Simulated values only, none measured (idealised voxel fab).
Process module name: voxel trench capacitor
In the cross-section labelled cut, the width is 285 nm and each square cell is 5 nm.
For the purposes of this document, a cross-section shall be understood as a grid of square cells, specified as bands listed in top-to-bottom order, each band consisting of one or more rows of cells.
First you get the band's top height and its bottom height, in nm, and then the materials it's made of, left to right, with each width in nm. If you see a single material with "edge to edge", that one covers the band edge to edge. "empty" is empty space.
All heights in this document are referenced to 0, defined as the level beneath which the wafer, as received, consists entirely of one material. The lowest band is not bounded below; it extends indefinitely downward and is written in the form "top 0, no bottom".
Quick explanation for "30..40": the width changes in equal steps down the rows of cells, from the first number in the band's top row to the second number in its bottom row.
Key: "no alterations made" - step with no changed cell in the cross-section.
Closed empty spaces (no open way to the top) of 8 cells or more are what "Sealed voids" lists, each as width x height at distance from the left edge, nm for all three.
Text after the settings on a step's line: the simulator's own remark on that step.
What "overlay nm" on a step's line means: if the step has a mask, that mask lay this far to the right of its planned place, or, when the value is negative, to the left.

-- Process steps (planned)
step 1: RECEIVE (material Si)
step 2: CONFORMAL_DEP (material SiN; thk nm 5)
step 3: MASKED_ETCH (tone open; mask id TRENCH; width nm 20; pitch nm 45; etch materials SiN; depth nm 5; overlay nm 0)
step 4: MASKED_ETCH (tone open; mask id TRENCH; width nm 20; pitch nm 45; etch materials Si; depth nm 25; overlay nm 0)
step 5: CONFORMAL_DEP (material SiO2; thk nm 5)
step 6: FILL_DEP (material polySi; thk nm 5)
step 7: CMP (height nm 5)

-- Wafer at receipt (post step 1), cross-section
> top 0, no bottom | Si edge to edge
> Sealed voids: none

-- End-of-module cross-section. Starting structure and process plan as above; one mistake made in running it
> top 5, bottom 0 | SiN (85) / SiO2 (5) / polySi (10) / SiO2 (5) / SiN (25) / SiO2 (5) / polySi (10) / SiO2 (5) / SiN (25) / SiO2 (5) / polySi (10) / SiO2 (5) / SiN (90)
> top 0, bottom -30 | Si (85) / SiO2 (5) / polySi (10) / SiO2 (5) / Si (25) / SiO2 (5) / polySi (10) / SiO2 (5) / Si (25) / SiO2 (5) / polySi (10) / SiO2 (5) / Si (90)
> top -30, bottom -35 | Si (85) / SiO2 (20) / Si (25) / SiO2 (20) / Si (25) / SiO2 (20) / Si (90)
> top -35, no bottom | Si edge to edge
> Sealed voids: none
Plan not followed: heads up, step 4 didn't go per plan, it actually ran as MASKED_ETCH (tone open; mask id TRENCH; width nm 20; pitch nm 45; etch materials Si; depth nm 35; overlay nm 0)
